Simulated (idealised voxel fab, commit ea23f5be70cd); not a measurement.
Presented below is a process module, voxel self aligned vias.
Square cell edge 5 nm, section width 235 nm, ID cut.
Cross-sections here: square-cell grids, written as top-down lists of bands, a band being one or more rows of cells. Heights first: top, then bottom, in nm. Then materials, left to right, each with a width in nm. "full width" on a single material: fills the band edge to edge. "blank": empty space. The reference from which all heights are counted is 0, the level beneath which the as-received wafer is entirely one material; the lowest band, having no lower bound, proceeds downward and is written after the example "0 -> down". Per-row width for "30 to 40": begins at first number (top row of band), ends at second number (bottom row), increment between rows held constant. When a step is marked "nothing different", none of the cells in the cross-section changed during that step. In the "Enclosed void inventory" entry, you get each enclosed empty space of 8 cells or more, one with no open way to the top, written width x height at distance, distance from the left edge, in nm. Read whatever lies past the settings on a step's line as the simulator's own remark about the step. The optional step-line setting "overlay nm" applies to steps with a mask and quantifies how far to the right of its planned location the mask lay, a negative value indicating leftward placement. Before/after cross-section pairs, one process step each; after shown to lowest changed band; step and settings beneath. Pairs may be from different runs of this module on the same starting wafer; a pair continues from the one above only where its "Status before step" entry says so.
**Status before step**
- 0 -> down: Si full width
- Enclosed void inventory: none
**Section After Processing**
- 15 -> 0: SiO2 full width
- Unchanged below 0.
- Enclosed void inventory: none
Processing between the before and after sections above: CONFORMAL_DEP with material SiO2, thk nm 15
Status before step: the cross-section after the pair above
**Section After Processing**
- 20 -> 15: SiCN full width
- Unchanged below 15.
- Enclosed void inventory: none
Processing between the before and after sections above: CONFORMAL_DEP with material SiCN, thk nm 5
Status before step: the cross-section after the pair above
**Section After Processing**
- 50 -> 20: SiO2 full width
- Unchanged below 20.
- Enclosed void inventory: none
Processing between the before and after sections above: DIRECTIONAL_DEP with material SiO2, thk nm 30
Status before step: the cross-section after the pair above
**Section After Processing**
- 50 -> 20: 75 nm SiO2 | 25 nm blank | 35 nm SiO2 | 25 nm blank | 75 nm SiO2
- Unchanged below 20.
- Enclosed void inventory: none
Processing between the before and after sections above: MASKED_ETCH with tone open, mask id LINES, width nm 25, pitch nm 60, etch materials SiO2, depth nm 30, overlay nm 0
Status before step: the cross-section after the pair above
**Section After Processing**
- 55 -> 50: 80 nm TiN | 15 nm blank | 45 nm TiN | 15 nm blank | 80 nm TiN
- 50 -> 25: 75 nm SiO2 | 5 nm TiN | 15 nm blank | 5 nm TiN | 35 nm SiO2 | 5 nm TiN | 15 nm blank | 5 nm TiN | 75 nm SiO2
- 25 -> 20: 75 nm SiO2 | 25 nm TiN | 35 nm SiO2 | 25 nm TiN | 75 nm SiO2
- Unchanged below 20.
- Enclosed void inventory: none
Processing between the before and after sections above: CONFORMAL_DEP with material TiN, thk nm 5
Status before step: the cross-section after the pair above
**Section After Processing**
- 65 -> 55: W full width
- 55 -> 50: 80 nm TiN | 15 nm W | 45 nm TiN | 15 nm W | 80 nm TiN
- 50 -> 25: 75 nm SiO2 | 5 nm TiN | 15 nm W | 5 nm TiN | 35 nm SiO2 | 5 nm TiN | 15 nm W | 5 nm TiN | 75 nm SiO2
- Unchanged below 25.
- Enclosed void inventory: none
Processing between the before and after sections above: FILL_DEP with material W, thk nm 10
Status before step: the cross-section after the pair above
**Section After Processing**
- 50 -> 25: 75 nm SiO2 | 5 nm TiN | 15 nm W | 5 nm TiN | 35 nm SiO2 | 5 nm TiN | 15 nm W | 5 nm TiN | 75 nm SiO2
- Unchanged below 25.
- Enclosed void inventory: none
Processing between the before and after sections above: CMP with height nm 50
Status before step: the cross-section after the pair above
**Section After Processing**
- 50 -> 45: 75 nm SiO2 | 25 nm blank | 35 nm SiO2 | 25 nm blank | 75 nm SiO2
- Unchanged below 45.
- Enclosed void inventory: none
Processing between the before and after sections above: SELECTIVE_ETCH with etch materials W Ru TiN, depth nm 5
Status before step: the cross-section after the pair above
**Section After Processing**
- 55 -> 50: SiN full width
- 50 -> 45: 75 nm SiO2 | 25 nm SiN | 35 nm SiO2 | 25 nm SiN | 75 nm SiO2
- Unchanged below 45.
- Enclosed void inventory: none
Processing between the before and after sections above: FILL_DEP with material SiN, thk nm 5
Status before step: the cross-section after the pair above
**Section After Processing**
- 50 -> 45: 75 nm SiO2 | 25 nm SiN | 35 nm SiO2 | 25 nm SiN | 75 nm SiO2
- Unchanged below 45.
- Enclosed void inventory: none
Processing between the before and after sections above: CMP with height nm 50
Status before step: the cross-section after the pair above
**Section After Processing**
- 65 -> 50: SiO2 full width
- Unchanged below 50.
- Enclosed void inventory: none
Processing between the before and after sections above: DIRECTIONAL_DEP with material SiO2, thk nm 15
Status before step: the cross-section after the pair above
**Section After Processing**
- 65 -> 50: 70 nm SiO2 | 35 nm blank | 25 nm SiO2 | 35 nm blank | 70 nm SiO2
- Unchanged below 50.
- Enclosed void inventory: none
Processing between the before and after sections above: MASKED_ETCH with tone open, mask id VIAS, width nm 35, pitch nm 60, etch materials SiO2, depth nm 15, overlay nm 0
Status before step: the cross-section after the pair above
**Section After Processing**
- 65 -> 50: 70 nm SiO2 | 35 nm blank | 25 nm SiO2 | 35 nm blank | 70 nm SiO2
- 50 -> 45: 75 nm SiO2 | 25 nm blank | 35 nm SiO2 | 25 nm blank | 75 nm SiO2
- Unchanged below 45.
- Enclosed void inventory: none
Processing between the before and after sections above: MASKED_ETCH with tone open, mask id VIAS, width nm 35, pitch nm 60, etch materials SiN, depth nm 5, overlay nm 0
Status before step: the cross-section after the pair above
**Section After Processing**
- 70 -> 65: 75 nm TiN | 25 nm blank | 35 nm TiN | 25 nm blank | 75 nm TiN
- 65 -> 55: 70 nm SiO2 | 5 nm TiN | 25 nm blank | 5 nm TiN | 25 nm SiO2 | 5 nm TiN | 25 nm blank | 5 nm TiN | 70 nm SiO2
- 55 -> 50: 70 nm SiO2 | 10 nm TiN | 15 nm blank | 10 nm TiN | 25 nm SiO2 | 10 nm TiN | 15 nm blank | 10 nm TiN | 70 nm SiO2
- 50 -> 45: 75 nm SiO2 | 25 nm TiN | 35 nm SiO2 | 25 nm TiN | 75 nm SiO2
- Unchanged below 45.
- Enclosed void inventory: none
Processing between the before and after sections above: CONFORMAL_DEP with material TiN, thk nm 5
Status before step: the cross-section after the pair above
**Section After Processing**
- 75 -> 70: Cu full width
- 70 -> 65: 75 nm TiN | 25 nm Cu | 35 nm TiN | 25 nm Cu | 75 nm TiN
- 65 -> 55: 70 nm SiO2 | 5 nm TiN | 25 nm Cu | 5 nm TiN | 25 nm SiO2 | 5 nm TiN | 25 nm Cu | 5 nm TiN | 70 nm SiO2
- 55 -> 50: 70 nm SiO2 | 10 nm TiN | 15 nm Cu | 10 nm TiN | 25 nm SiO2 | 10 nm TiN | 15 nm Cu | 10 nm TiN | 70 nm SiO2
- Unchanged below 50.
- Enclosed void inventory: none
Processing between the before and after sections above: FILL_DEP with material Cu, thk nm 5
Status before step: the cross-section after the pair above
**Section After Processing**
- 65 -> 55: 70 nm SiO2 | 5 nm TiN | 25 nm Cu | 5 nm TiN | 25 nm SiO2 | 5 nm TiN | 25 nm Cu | 5 nm TiN | 70 nm SiO2
- Unchanged below 55.
- Enclosed void inventory: none
Processing between the before and after sections above: CMP with height nm 65
Status before step: the cross-section after the pair above
**Section After Processing**
- 70 -> 65: SiCN full width
- Unchanged below 65.
- Enclosed void inventory: none
Processing between the before and after sections above: CONFORMAL_DEP with material SiCN, thk nm 5
**Status before step**
- 0 -> down: Si full width
- Enclosed void inventory: none
**Section After Processing**
- 5 -> 0: SiCN full width
- Unchanged below 0.
- Enclosed void inventory: none
Processing between the before and after sections above: CONFORMAL_DEP with material SiCN, thk nm 5
Status before step: the cross-section after the pair above
**Section After Processing**
- 35 -> 5: SiO2 full width
- Unchanged below 5.
- Enclosed void inventory: none
Processing between the before and after sections above: DIRECTIONAL_DEP with material SiO2, thk nm 30
Status before step: the cross-section after the pair above
**Section After Processing**
- 35 -> 5: 75 nm SiO2 | 25 nm blank | 35 nm SiO2 | 25 nm blank | 75 nm SiO2
- Unchanged below 5.
- Enclosed void inventory: none
Processing between the before and after sections above: MASKED_ETCH with tone open, mask id LINES, width nm 25, pitch nm 60, etch materials SiO2, depth nm 30, overlay nm 0
Status before step: the cross-section after the pair above
**Section After Processing**
- 40 -> 35: 80 nm TiN | 15 nm blank | 45 nm TiN | 15 nm blank | 80 nm TiN
- 35 -> 10: 75 nm SiO2 | 5 nm TiN | 15 nm blank | 5 nm TiN | 35 nm SiO2 | 5 nm TiN | 15 nm blank | 5 nm TiN | 75 nm SiO2
- 10 -> 5: 75 nm SiO2 | 25 nm TiN | 35 nm SiO2 | 25 nm TiN | 75 nm SiO2
- Unchanged below 5.
- Enclosed void inventory: none
Processing between the before and after sections above: CONFORMAL_DEP with material TiN, thk nm 5
Status before step: the cross-section after the pair above
**Section After Processing**
- 50 -> 40: W full width
- 40 -> 35: 80 nm TiN | 15 nm W | 45 nm TiN | 15 nm W | 80 nm TiN
- 35 -> 10: 75 nm SiO2 | 5 nm TiN | 15 nm W | 5 nm TiN | 35 nm SiO2 | 5 nm TiN | 15 nm W | 5 nm TiN | 75 nm SiO2
- Unchanged below 10.
- Enclosed void inventory: none
Processing between the before and after sections above: FILL_DEP with material W, thk nm 10
Status before step: the cross-section after the pair above
**Section After Processing**
- 45 -> 40: W full width
- Unchanged below 40.
- Enclosed void inventory: none
Processing between the before and after sections above: SELECTIVE_ETCH with etch materials W Ru TiN, depth nm 5
Status before step: the cross-section after the pair above
**Section After Processing**
- 50 -> 45: SiN full width
- Unchanged below 45.
- Enclosed void inventory: none
Processing between the before and after sections above: FILL_DEP with material SiN, thk nm 5
Status before step: the cross-section after the pair above
**Section After Processing**
- 65 -> 50: SiO2 full width
- Unchanged below 50.
- Enclosed void inventory: none
Processing between the before and after sections above: DIRECTIONAL_DEP with material SiO2, thk nm 15
Status before step: the cross-section after the pair above
**Section After Processing**
- 65 -> 50: 70 nm SiO2 | 35 nm blank | 25 nm SiO2 | 35 nm blank | 70 nm SiO2
- Unchanged below 50.
- Enclosed void inventory: none
Processing between the before and after sections above: MASKED_ETCH with tone open, mask id VIAS, width nm 35, pitch nm 60, etch materials SiO2, depth nm 15, overlay nm 0
Status before step: the cross-section after the pair above
**Section After Processing**
- 65 -> 50: 70 nm SiO2 | 35 nm blank | 25 nm SiO2 | 35 nm blank | 70 nm SiO2
- 50 -> 45: 70 nm SiN | 35 nm blank | 25 nm SiN | 35 nm blank | 70 nm SiN
- Unchanged below 45.
- Enclosed void inventory: none
Processing between the before and after sections above: MASKED_ETCH with tone open, mask id VIAS, width nm 35, pitch nm 60, etch materials SiN, depth nm 5, overlay nm 0
Status before step: the cross-section after the pair above
**Section After Processing**
- 70 -> 65: 75 nm TiN | 25 nm blank | 35 nm TiN | 25 nm blank | 75 nm TiN
- 65 -> 50: 70 nm SiO2 | 5 nm TiN | 25 nm blank | 5 nm TiN | 25 nm SiO2 | 5 nm TiN | 25 nm blank | 5 nm TiN | 70 nm SiO2
- 50 -> 45: 70 nm SiN | 35 nm TiN | 25 nm SiN | 35 nm TiN | 70 nm SiN
- Unchanged below 45.
- Enclosed void inventory: none
Processing between the before and after sections above: CONFORMAL_DEP with material TiN, thk nm 5
Status before step: the cross-section after the pair above
**Section After Processing**
- 75 -> 70: Cu full width
- 70 -> 65: 75 nm TiN | 25 nm Cu | 35 nm TiN | 25 nm Cu | 75 nm TiN
- 65 -> 50: 70 nm SiO2 | 5 nm TiN | 25 nm Cu | 5 nm TiN | 25 nm SiO2 | 5 nm TiN | 25 nm Cu | 5 nm TiN | 70 nm SiO2
- Unchanged below 50.
- Enclosed void inventory: none
Processing between the before and after sections above: FILL_DEP with material Cu, thk nm 5
Status before step: the cross-section after the pair above
**Section After Processing**
- 65 -> 50: 70 nm SiO2 | 5 nm TiN | 25 nm Cu | 5 nm TiN | 25 nm SiO2 | 5 nm TiN | 25 nm Cu | 5 nm TiN | 70 nm SiO2
- Unchanged below 50.
- Enclosed void inventory: none
Processing between the before and after sections above: CMP with height nm 65
Status before step: the cross-section after the pair above
**Section After Processing**
- 70 -> 65: SiCN full width
- Unchanged below 65.
- Enclosed void inventory: none
Processing between the before and after sections above: CONFORMAL_DEP with material SiCN, thk nm 5
**Status before step**
- 15 -> 0: SiO2 full width
- 0 -> down: Si full width
- Enclosed void inventory: none
**Section After Processing**
- 30 -> 0: SiO2 full width
- Unchanged below 0.
- Enclosed void inventory: none
Processing between the before and after sections above: CONFORMAL_DEP with material SiO2, thk nm 15
Status before step: the cross-section after the pair above
**Section After Processing**
- 35 -> 30: SiCN full width
- Unchanged below 30.
- Enclosed void inventory: none
Processing between the before and after sections above: CONFORMAL_DEP with material SiCN, thk nm 5
Status before step: the cross-section after the pair above
**Section After Processing**
- 65 -> 35: SiO2 full width
- Unchanged below 35.
- Enclosed void inventory: none
Processing between the before and after sections above: DIRECTIONAL_DEP with material SiO2, thk nm 30
Status before step: the cross-section after the pair above
**Section After Processing**
- 65 -> 35: 75 nm SiO2 | 25 nm blank | 35 nm SiO2 | 25 nm blank | 75 nm SiO2
- Unchanged below 35.
- Enclosed void inventory: none
Processing between the before and after sections above: MASKED_ETCH with tone open, mask id LINES, width nm 25, pitch nm 60, etch materials SiO2, depth nm 30, overlay nm 0
Status before step: the cross-section after the pair above
**Section After Processing**
- 70 -> 65: 80 nm TiN | 15 nm blank | 45 nm TiN | 15 nm blank | 80 nm TiN
- 65 -> 40: 75 nm SiO2 | 5 nm TiN | 15 nm blank | 5 nm TiN | 35 nm SiO2 | 5 nm TiN | 15 nm blank | 5 nm TiN | 75 nm SiO2
- 40 -> 35: 75 nm SiO2 | 25 nm TiN | 35 nm SiO2 | 25 nm TiN | 75 nm SiO2
- Unchanged below 35.
- Enclosed void inventory: none
Processing between the before and after sections above: CONFORMAL_DEP with material TiN, thk nm 5
Status before step: the cross-section after the pair above
**Section After Processing**
- 80 -> 70: W full width
- 70 -> 65: 80 nm TiN | 15 nm W | 45 nm TiN | 15 nm W | 80 nm TiN
- 65 -> 40: 75 nm SiO2 | 5 nm TiN | 15 nm W | 5 nm TiN | 35 nm SiO2 | 5 nm TiN | 15 nm W | 5 nm TiN | 75 nm SiO2
- Unchanged below 40.
- Enclosed void inventory: none
Processing between the before and after sections above: FILL_DEP with material W, thk nm 10
Status before step: the cross-section after the pair above
**Section After Processing**
- 50 -> 40: 75 nm SiO2 | 5 nm TiN | 15 nm W | 5 nm TiN | 35 nm SiO2 | 5 nm TiN | 15 nm W | 5 nm TiN | 75 nm SiO2
- Unchanged below 40.
- Enclosed void inventory: none
Processing between the before and after sections above: CMP with height nm 50
Status before step: the cross-section after the pair above
**Section After Processing**
- 50 -> 45: 75 nm SiO2 | 25 nm blank | 35 nm SiO2 | 25 nm blank | 75 nm SiO2
- Unchanged below 45.
- Enclosed void inventory: none
Processing between the before and after sections above: SELECTIVE_ETCH with etch materials W Ru TiN, depth nm 5
Status before step: the cross-section after the pair above
**Section After Processing**
- 55 -> 50: SiN full width
- 50 -> 45: 75 nm SiO2 | 25 nm SiN | 35 nm SiO2 | 25 nm SiN | 75 nm SiO2
- Unchanged below 45.
- Enclosed void inventory: none
Processing between the before and after sections above: FILL_DEP with material SiN, thk nm 5
Status before step: the cross-section after the pair above
**Section After Processing**
- 50 -> 45: 75 nm SiO2 | 25 nm SiN | 35 nm SiO2 | 25 nm SiN | 75 nm SiO2
- Unchanged below 45.
- Enclosed void inventory: none
Processing between the before and after sections above: CMP with height nm 50
Status before step: the cross-section after the pair above
**Section After Processing**
- 65 -> 50: SiO2 full width
- Unchanged below 50.
- Enclosed void inventory: none
Processing between the before and after sections above: DIRECTIONAL_DEP with material SiO2, thk nm 15
Status before step: the cross-section after the pair above
**Section After Processing**
- 65 -> 50: 70 nm SiO2 | 35 nm blank | 25 nm SiO2 | 35 nm blank | 70 nm SiO2
- Unchanged below 50.
- Enclosed void inventory: none
Processing between the before and after sections above: MASKED_ETCH with tone open, mask id VIAS, width nm 35, pitch nm 60, etch materials SiO2, depth nm 15, overlay nm 0
Status before step: the cross-section after the pair above
**Section After Processing**
- 65 -> 50: 70 nm SiO2 | 35 nm blank | 25 nm SiO2 | 35 nm blank | 70 nm SiO2
- 50 -> 45: 75 nm SiO2 | 25 nm blank | 35 nm SiO2 | 25 nm blank | 75 nm SiO2
- Unchanged below 45.
- Enclosed void inventory: none
Processing between the before and after sections above: MASKED_ETCH with tone open, mask id VIAS, width nm 35, pitch nm 60, etch materials SiN, depth nm 5, overlay nm 0
Status before step: the cross-section after the pair above
**Section After Processing**
- 70 -> 65: 75 nm TiN | 25 nm blank | 35 nm TiN | 25 nm blank | 75 nm TiN
- 65 -> 55: 70 nm SiO2 | 5 nm TiN | 25 nm blank | 5 nm TiN | 25 nm SiO2 | 5 nm TiN | 25 nm blank | 5 nm TiN | 70 nm SiO2
- 55 -> 50: 70 nm SiO2 | 10 nm TiN | 15 nm blank | 10 nm TiN | 25 nm SiO2 | 10 nm TiN | 15 nm blank | 10 nm TiN | 70 nm SiO2
- 50 -> 45: 75 nm SiO2 | 25 nm TiN | 35 nm SiO2 | 25 nm TiN | 75 nm SiO2
- Unchanged below 45.
- Enclosed void inventory: none
Processing between the before and after sections above: CONFORMAL_DEP with material TiN, thk nm 5
Status before step: the cross-section after the pair above
**Section After Processing**
- 75 -> 70: Cu full width
- 70 -> 65: 75 nm TiN | 25 nm Cu | 35 nm TiN | 25 nm Cu | 75 nm TiN
- 65 -> 55: 70 nm SiO2 | 5 nm TiN | 25 nm Cu | 5 nm TiN | 25 nm SiO2 | 5 nm TiN | 25 nm Cu | 5 nm TiN | 70 nm SiO2
- 55 -> 50: 70 nm SiO2 | 10 nm TiN | 15 nm Cu | 10 nm TiN | 25 nm SiO2 | 10 nm TiN | 15 nm Cu | 10 nm TiN | 70 nm SiO2
- Unchanged below 50.
- Enclosed void inventory: none
Processing between the before and after sections above: FILL_DEP with material Cu, thk nm 5
Status before step: the cross-section after the pair above
**Section After Processing**
- 65 -> 55: 70 nm SiO2 | 5 nm TiN | 25 nm Cu | 5 nm TiN | 25 nm SiO2 | 5 nm TiN | 25 nm Cu | 5 nm TiN | 70 nm SiO2
- Unchanged below 55.
- Enclosed void inventory: none
Processing between the before and after sections above: CMP with height nm 65
Status before step: the cross-section after the pair above
**Section After Processing**
- 70 -> 65: SiCN full width
- Unchanged below 65.
- Enclosed void inventory: none
Processing between the before and after sections above: CONFORMAL_DEP with material SiCN, thk nm 5
**Status before step**
- 5 -> 0: SiCN full width
- 0 -> down: Si full width
- Enclosed void inventory: none
**Section After Processing**
- 20 -> 5: SiO2 full width
- Unchanged below 5.
- Enclosed void inventory: none
Processing between the before and after sections above: CONFORMAL_DEP with material SiO2, thk nm 15
Status before step: the cross-section after the pair above
**Section After Processing**
- 50 -> 5: SiO2 full width
- Unchanged below 5.
- Enclosed void inventory: none
Processing between the before and after sections above: DIRECTIONAL_DEP with material SiO2, thk nm 30
Status before step: the cross-section after the pair above
**Section After Processing**
- 50 -> 20: 75 nm SiO2 | 25 nm blank | 35 nm SiO2 | 25 nm blank | 75 nm SiO2
- Unchanged below 20.
- Enclosed void inventory: none
Processing between the before and after sections above: MASKED_ETCH with tone open, mask id LINES, width nm 25, pitch nm 60, etch materials SiO2, depth nm 30, overlay nm 0
Status before step: the cross-section after the pair above
**Section After Processing**
- 55 -> 50: 80 nm TiN | 15 nm blank | 45 nm TiN | 15 nm blank | 80 nm TiN
- 50 -> 25: 75 nm SiO2 | 5 nm TiN | 15 nm blank | 5 nm TiN | 35 nm SiO2 | 5 nm TiN | 15 nm blank | 5 nm TiN | 75 nm SiO2
- 25 -> 20: 75 nm SiO2 | 25 nm TiN | 35 nm SiO2 | 25 nm TiN | 75 nm SiO2
- Unchanged below 20.
- Enclosed void inventory: none
Processing between the before and after sections above: CONFORMAL_DEP with material TiN, thk nm 5
Status before step: the cross-section after the pair above
**Section After Processing**
- 65 -> 55: W full width
- 55 -> 50: 80 nm TiN | 15 nm W | 45 nm TiN | 15 nm W | 80 nm TiN
- 50 -> 25: 75 nm SiO2 | 5 nm TiN | 15 nm W | 5 nm TiN | 35 nm SiO2 | 5 nm TiN | 15 nm W | 5 nm TiN | 75 nm SiO2
- Unchanged below 25.
- Enclosed void inventory: none
Processing between the before and after sections above: FILL_DEP with material W, thk nm 10
Status before step: the cross-section after the pair above
**Section After Processing**
- 50 -> 25: 75 nm SiO2 | 5 nm TiN | 15 nm W | 5 nm TiN | 35 nm SiO2 | 5 nm TiN | 15 nm W | 5 nm TiN | 75 nm SiO2
- Unchanged below 25.
- Enclosed void inventory: none
Processing between the before and after sections above: CMP with height nm 50
Status before step: the cross-section after the pair above
**Section After Processing**
- 50 -> 45: 75 nm SiO2 | 25 nm blank | 35 nm SiO2 | 25 nm blank | 75 nm SiO2
- Unchanged below 45.
- Enclosed void inventory: none
Processing between the before and after sections above: SELECTIVE_ETCH with etch materials W Ru TiN, depth nm 5
Status before step: the cross-section after the pair above
**Section After Processing**
- 55 -> 50: SiN full width
- 50 -> 45: 75 nm SiO2 | 25 nm SiN | 35 nm SiO2 | 25 nm SiN | 75 nm SiO2
- Unchanged below 45.
- Enclosed void inventory: none
Processing between the before and after sections above: FILL_DEP with material SiN, thk nm 5
Status before step: the cross-section after the pair above
**Section After Processing**
- 50 -> 45: 75 nm SiO2 | 25 nm SiN | 35 nm SiO2 | 25 nm SiN | 75 nm SiO2
- Unchanged below 45.
- Enclosed void inventory: none
Processing between the before and after sections above: CMP with height nm 50
Status before step: the cross-section after the pair above
**Section After Processing**
- 65 -> 50: SiO2 full width
- Unchanged below 50.
- Enclosed void inventory: none
Processing between the before and after sections above: DIRECTIONAL_DEP with material SiO2, thk nm 15
Status before step: the cross-section after the pair above
**Section After Processing**
- 65 -> 50: 70 nm SiO2 | 35 nm blank | 25 nm SiO2 | 35 nm blank | 70 nm SiO2
- Unchanged below 50.
- Enclosed void inventory: none
Processing between the before and after sections above: MASKED_ETCH with tone open, mask id VIAS, width nm 35, pitch nm 60, etch materials SiO2, depth nm 15, overlay nm 0
Status before step: the cross-section after the pair above
**Section After Processing**
- 65 -> 50: 70 nm SiO2 | 35 nm blank | 25 nm SiO2 | 35 nm blank | 70 nm SiO2
- 50 -> 45: 75 nm SiO2 | 25 nm blank | 35 nm SiO2 | 25 nm blank | 75 nm SiO2
- Unchanged below 45.
- Enclosed void inventory: none
Processing between the before and after sections above: MASKED_ETCH with tone open, mask id VIAS, width nm 35, pitch nm 60, etch materials SiN, depth nm 5, overlay nm 0
Status before step: the cross-section after the pair above
**Section After Processing**
- 70 -> 65: 75 nm TiN | 25 nm blank | 35 nm TiN | 25 nm blank | 75 nm TiN
- 65 -> 55: 70 nm SiO2 | 5 nm TiN | 25 nm blank | 5 nm TiN | 25 nm SiO2 | 5 nm TiN | 25 nm blank | 5 nm TiN | 70 nm SiO2
- 55 -> 50: 70 nm SiO2 | 10 nm TiN | 15 nm blank | 10 nm TiN | 25 nm SiO2 | 10 nm TiN | 15 nm blank | 10 nm TiN | 70 nm SiO2
- 50 -> 45: 75 nm SiO2 | 25 nm TiN | 35 nm SiO2 | 25 nm TiN | 75 nm SiO2
- Unchanged below 45.
- Enclosed void inventory: none
Processing between the before and after sections above: CONFORMAL_DEP with material TiN, thk nm 5
Status before step: the cross-section after the pair above
**Section After Processing**
- 75 -> 70: Cu full width
- 70 -> 65: 75 nm TiN | 25 nm Cu | 35 nm TiN | 25 nm Cu | 75 nm TiN
- 65 -> 55: 70 nm SiO2 | 5 nm TiN | 25 nm Cu | 5 nm TiN | 25 nm SiO2 | 5 nm TiN | 25 nm Cu | 5 nm TiN | 70 nm SiO2
- 55 -> 50: 70 nm SiO2 | 10 nm TiN | 15 nm Cu | 10 nm TiN | 25 nm SiO2 | 10 nm TiN | 15 nm Cu | 10 nm TiN | 70 nm SiO2
- Unchanged below 50.
- Enclosed void inventory: none
Processing between the before and after sections above: FILL_DEP with material Cu, thk nm 5
Status before step: the cross-section after the pair above
**Section After Processing**
- 65 -> 55: 70 nm SiO2 | 5 nm TiN | 25 nm Cu | 5 nm TiN | 25 nm SiO2 | 5 nm TiN | 25 nm Cu | 5 nm TiN | 70 nm SiO2
- Unchanged below 55.
- Enclosed void inventory: none
Processing between the before and after sections above: CMP with height nm 65
Status before step: the cross-section after the pair above
**Section After Processing**
- 70 -> 65: SiCN full width
- Unchanged below 65.
- Enclosed void inventory: none
Processing between the before and after sections above: CONFORMAL_DEP with material SiCN, thk nm 5
**Status before step**
- 65 -> 55: 70 nm SiO2 | 5 nm TiN | 25 nm Cu | 5 nm TiN | 25 nm SiO2 | 5 nm TiN | 25 nm Cu | 5 nm TiN | 70 nm SiO2
- 55 -> 50: 70 nm SiO2 | 10 nm TiN | 15 nm Cu | 10 nm TiN | 25 nm SiO2 | 10 nm TiN | 15 nm Cu | 10 nm TiN | 70 nm SiO2
- 50 -> 45: 75 nm SiO2 | 25 nm TiN | 35 nm SiO2 | 25 nm TiN | 75 nm SiO2
- 45 -> 25: 75 nm SiO2 | 5 nm TiN | 15 nm W | 5 nm TiN | 35 nm SiO2 | 5 nm TiN | 15 nm W | 5 nm TiN | 75 nm SiO2
- 25 -> 20: 75 nm SiO2 | 25 nm TiN | 35 nm SiO2 | 25 nm TiN | 75 nm SiO2
- 20 -> 15: SiCN full width
- 15 -> 0: SiO2 full width
- 0 -> down: Si full width
- Enclosed void inventory: none
**Section After Processing**
- 80 -> 65: SiCN full width
- Unchanged below 65.
- Enclosed void inventory: none
Processing between the before and after sections above: CONFORMAL_DEP with material SiCN, thk nm 15
**Status before step**
- 65 -> 50: SiO2 full width
- 50 -> 45: 75 nm SiO2 | 25 nm SiN | 35 nm SiO2 | 25 nm SiN | 75 nm SiO2
- 45 -> 25: 75 nm SiO2 | 5 nm TiN | 15 nm W | 5 nm TiN | 35 nm SiO2 | 5 nm TiN | 15 nm W | 5 nm TiN | 75 nm SiO2
- 25 -> 20: 75 nm SiO2 | 25 nm TiN | 35 nm SiO2 | 25 nm TiN | 75 nm SiO2
- 20 -> 15: SiCN full width
- 15 -> 0: SiO2 full width
- 0 -> down: Si full width
- Enclosed void inventory: none
**Section After Processing**
- 65 -> 50: 70 nm SiO2 | 40 nm blank | 20 nm SiO2 | 40 nm blank | 65 nm SiO2
- Unchanged below 50.
- Enclosed void inventory: none
Processing between the before and after sections above: MASKED_ETCH with tone open, mask id VIAS, width nm 40, pitch nm 60, etch materials SiO2, depth nm 15, overlay nm 0
Status before step: the cross-section after the pair above
**Section After Processing**
- 65 -> 50: 70 nm SiO2 | 40 nm blank | 20 nm SiO2 | 40 nm blank | 65 nm SiO2
- 50 -> 45: 75 nm SiO2 | 25 nm blank | 35 nm SiO2 | 25 nm blank | 75 nm SiO2
- Unchanged below 45.
- Enclosed void inventory: none
Processing between the before and after sections above: MASKED_ETCH with tone open, mask id VIAS, width nm 35, pitch nm 60, etch materials SiN, depth nm 5, overlay nm 0
Status before step: the cross-section after the pair above
**Section After Processing**
- 70 -> 65: 75 nm TiN | 30 nm blank | 30 nm TiN | 30 nm blank | 70 nm TiN
- 65 -> 55: 70 nm SiO2 | 5 nm TiN | 30 nm blank | 5 nm TiN | 20 nm SiO2 | 5 nm TiN | 30 nm blank | 5 nm TiN | 65 nm SiO2
- 55 -> 50: 70 nm SiO2 | 10 nm TiN | 15 nm blank | 15 nm TiN | 20 nm SiO2 | 10 nm TiN | 15 nm blank | 15 nm TiN | 65 nm SiO2
- 50 -> 45: 75 nm SiO2 | 25 nm TiN | 35 nm SiO2 | 25 nm TiN | 75 nm SiO2
- Unchanged below 45.
- Enclosed void inventory: none
Processing between the before and after sections above: CONFORMAL_DEP with material TiN, thk nm 5
Status before step: the cross-section after the pair above
**Section After Processing**
- 75 -> 70: Cu full width
- 70 -> 65: 75 nm TiN | 30 nm Cu | 30 nm TiN | 30 nm Cu | 70 nm TiN
- 65 -> 55: 70 nm SiO2 | 5 nm TiN | 30 nm Cu | 5 nm TiN | 20 nm SiO2 | 5 nm TiN | 30 nm Cu | 5 nm TiN | 65 nm SiO2
- 55 -> 50: 70 nm SiO2 | 10 nm TiN | 15 nm Cu | 15 nm TiN | 20 nm SiO2 | 10 nm TiN | 15 nm Cu | 15 nm TiN | 65 nm SiO2
- Unchanged below 50.
- Enclosed void inventory: none
Processing between the before and after sections above: FILL_DEP with material Cu, thk nm 5
Status before step: the cross-section after the pair above
**Section After Processing**
- 65 -> 55: 70 nm SiO2 | 5 nm TiN | 30 nm Cu | 5 nm TiN | 20 nm SiO2 | 5 nm TiN | 30 nm Cu | 5 nm TiN | 65 nm SiO2
- Unchanged below 55.
- Enclosed void inventory: none
Processing between the before and after sections above: CMP with height nm 65
Status before step: the cross-section after the pair above
**Section After Processing**
- 70 -> 65: SiCN full width
- Unchanged below 65.
- Enclosed void inventory: none
Processing between the before and after sections above: CONFORMAL_DEP with material SiCN, thk nm 5
**Status before step**
- 65 -> 50: SiO2 full width
- 50 -> 45: 75 nm SiO2 | 25 nm SiN | 35 nm SiO2 | 25 nm SiN | 75 nm SiO2
- 45 -> 25: 75 nm SiO2 | 5 nm TiN | 15 nm W | 5 nm TiN | 35 nm SiO2 | 5 nm TiN | 15 nm W | 5 nm TiN | 75 nm SiO2
- 25 -> 20: 75 nm SiO2 | 25 nm TiN | 35 nm SiO2 | 25 nm TiN | 75 nm SiO2
- 20 -> 15: SiCN full width
- 15 -> 0: SiO2 full width
- 0 -> down: Si full width
- Enclosed void inventory: none
**Section After Processing**
- 65 -> 50: 60 nm SiO2 | 35 nm blank | 25 nm SiO2 | 35 nm blank | 80 nm SiO2
- Unchanged below 50.
- Enclosed void inventory: none
Processing between the before and after sections above: MASKED_ETCH with tone open, mask id VIAS, width nm 35, pitch nm 60, etch materials SiO2, depth nm 15, overlay nm -10
Status before step: the cross-section after the pair above
**Section After Processing**
- 65 -> 50: 60 nm SiO2 | 35 nm blank | 25 nm SiO2 | 35 nm blank | 80 nm SiO2
- 50 -> 45: 75 nm SiO2 | 20 nm blank | 5 nm SiN | 35 nm SiO2 | 20 nm blank | 5 nm SiN | 75 nm SiO2
- Unchanged below 45.
- Enclosed void inventory: none
Processing between the before and after sections above: MASKED_ETCH with tone open, mask id VIAS, width nm 35, pitch nm 60, etch materials SiN, depth nm 5, overlay nm 0
